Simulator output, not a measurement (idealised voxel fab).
process module | voxel air gaps
cross-section cut | 270 nm wide | cells 5 nm
A cross-section is a grid of square cells, given in bands from the top down. A band is one or more rows of cells.
Each band's line starts with the height of the band's top and of its bottom, in nm. Then come its materials from left to right, each with its width in nm. One material with "throughout" fills the band from edge to edge. "air" is empty space.
Height 0 is the level under which the wafer as received is all one material. The lowest band goes on downwards, as in "0 down".
A width such as "30 to 40" changes by the same amount from each row of cells to the next, from the band's top row to its bottom row.
"no change" after a step means that no cell of the cross-section changed.
closed voids: empty space of 8 cells or more with no open way to the top, each as width x height at its distance from the left edge, in nm
after a step's settings: what the simulator itself notes on the step
overlay nm, on a step with a mask: how far to the right of its planned place the mask lay; to the left if negative
plan
1 op RECEIVE | material Si
2 op CONFORMAL_DEP | material SiO2 | thk nm 10
3 op CONFORMAL_DEP | material SiCN | thk nm 5
4 op DIRECTIONAL_DEP | material lowk | thk nm 40
5 op DIRECTIONAL_DEP | material aC | thk nm 15
6 op PATTERN | tone open | mask id LINES | material resist | width nm 15 | pitch nm 40 | thk nm 35 | overlay nm 0
7 op DIRECTIONAL_ETCH | etch materials aC | depth nm 15
8 op STRIP | etch materials resist
9 op DIRECTIONAL_ETCH | etch materials lowk | depth nm 40
10 op STRIP | etch materials aC
11 op CONFORMAL_DEP | material TiN | thk nm 5
12 op FILL_DEP | material W | thk nm 10
13 op CMP | height nm 55
14 op EPI | material Ru | thk nm 10
15 op SELECTIVE_ETCH | etch materials lowk | depth nm 50
16 op CONFORMAL_DEP | material SiCN | thk nm 5
first wafer, as planned
as received, after step 1
  0 down: Si throughout
  closed voids: none
after step 2
  10 to 0: SiO2 throughout
  below 0: unchanged
after step 3
  15 to 10: SiCN throughout
  below 10: unchanged
after step 4
  55 to 15: lowk throughout
  below 15: unchanged
after step 5
  70 to 55: aC throughout
  below 55: unchanged
after step 6
  105 to 70: resist 85 | air 15 | resist 25 | air 15 | resist 25 | air 15 | resist 90
  below 70: unchanged
after step 7
  90 to 70: resist 85 | air 15 | resist 25 | air 15 | resist 25 | air 15 | resist 90
  70 to 55: aC 85 | air 15 | aC 25 | air 15 | aC 25 | air 15 | aC 90
  below 55: unchanged
after step 8
  70 to 55: aC 85 | air 15 | aC 25 | air 15 | aC 25 | air 15 | aC 90
  below 55: unchanged
after step 9
  70 to 55: aC 85 | air 15 | aC 25 | air 15 | aC 25 | air 15 | aC 90
  55 to 15: lowk 85 | air 15 | lowk 25 | air 15 | lowk 25 | air 15 | lowk 90
  below 15: unchanged
after step 10
  55 to 15: lowk 85 | air 15 | lowk 25 | air 15 | lowk 25 | air 15 | lowk 90
  below 15: unchanged
after step 11
  60 to 55: TiN 90 | air 5 | TiN 35 | air 5 | TiN 35 | air 5 | TiN 95
  55 to 20: lowk 85 | TiN 5 | air 5 | TiN 5 | lowk 25 | TiN 5 | air 5 | TiN 5 | lowk 25 | TiN 5 | air 5 | TiN 5 | lowk 90
  20 to 15: lowk 85 | TiN 15 | lowk 25 | TiN 15 | lowk 25 | TiN 15 | lowk 90
  below 15: unchanged
after step 12
  70 to 60: W throughout
  60 to 55: TiN 90 | W 5 | TiN 35 | W 5 | TiN 35 | W 5 | TiN 95
  55 to 20: lowk 85 | TiN 5 | W 5 | TiN 5 | lowk 25 | TiN 5 | W 5 | TiN 5 | lowk 25 | TiN 5 | W 5 | TiN 5 | lowk 90
  below 20: unchanged
after step 13
  55 to 20: lowk 85 | TiN 5 | W 5 | TiN 5 | lowk 25 | TiN 5 | W 5 | TiN 5 | lowk 25 | TiN 5 | W 5 | TiN 5 | lowk 90
  below 20: unchanged
after step 14
  65 to 55: air 75 | Ru 35 | air 5 | Ru 35 | air 5 | Ru 35 | air 80
  below 55: unchanged
after step 15
  65 to 55: air 75 | Ru 35 | air 5 | Ru 35 | air 5 | Ru 35 | air 80
  55 to 20: air 85 | TiN 5 | W 5 | TiN 5 | air 25 | TiN 5 | W 5 | TiN 5 | air 25 | TiN 5 | W 5 | TiN 5 | air 90
  20 to 15: air 85 | TiN 15 | air 25 | TiN 15 | air 25 | TiN 15 | air 90
  below 15: unchanged
after step 16
  70 to 65: air 70 | SiCN 125 | air 75
  65 to 55: air 70 | SiCN 5 | Ru 35 | SiCN 5 | Ru 35 | SiCN 5 | Ru 35 | SiCN 5 | air 75
  55 to 50: air 70 | SiCN 15 | TiN 5 | W 5 | TiN 5 | SiCN 25 | TiN 5 | W 5 | TiN 5 | SiCN 25 | TiN 5 | W 5 | TiN 5 | SiCN 15 | air 75
  50 to 20: air 80 | SiCN 5 | TiN 5 | W 5 | TiN 5 | SiCN 5 | air 15 | SiCN 5 | TiN 5 | W 5 | TiN 5 | SiCN 5 | air 15 | SiCN 5 | TiN 5 | W 5 | TiN 5 | SiCN 5 | air 85
  20 to 15: SiCN 85 | TiN 15 | SiCN 25 | TiN 15 | SiCN 25 | TiN 15 | SiCN 90
  below 15: unchanged
  closed voids: 15 x 30 at 105; 15 x 30 at 145
second wafer: like start, like plan, one mistake. Through step 2 it matches the first wafer
when step 3 should have ended
  50 to 10: lowk throughout
  below 10: unchanged
when step 4 should have ended
  55 to 50: SiCN throughout
  below 50: unchanged
when step 5 should have ended
  70 to 55: aC throughout
  below 55: unchanged
when step 6 should have ended
  105 to 70: resist 85 | air 15 | resist 25 | air 15 | resist 25 | air 15 | resist 90
  below 70: unchanged
when step 7 should have ended
  90 to 70: resist 85 | air 15 | resist 25 | air 15 | resist 25 | air 15 | resist 90
  70 to 55: aC 85 | air 15 | aC 25 | air 15 | aC 25 | air 15 | aC 90
  below 55: unchanged
when step 8 should have ended
  70 to 55: aC 85 | air 15 | aC 25 | air 15 | aC 25 | air 15 | aC 90
  below 55: unchanged
when step 9 should have ended: no change
when step 10 should have ended
  55 to 50: SiCN throughout
  below 50: unchanged
when step 11 should have ended
  60 to 55: TiN throughout
  below 55: unchanged
when step 12 should have ended
  70 to 60: W throughout
  below 60: unchanged
when step 13 should have ended
  55 to 50: SiCN throughout
  below 50: unchanged
when step 14 should have ended: no change
when step 15 should have ended: no change
when step 16 should have ended
  60 to 50: SiCN throughout
  below 50: unchanged
what went wrong: steps 3 and 4 were swapped
at the end the second wafer has, in cells: 42 fewer of Ru | 76 fewer of SiCN | 51 fewer of TiN | 21 fewer of W | 432 more of lowk
closed voids at the end (first wafer, second wafer): 2, 0
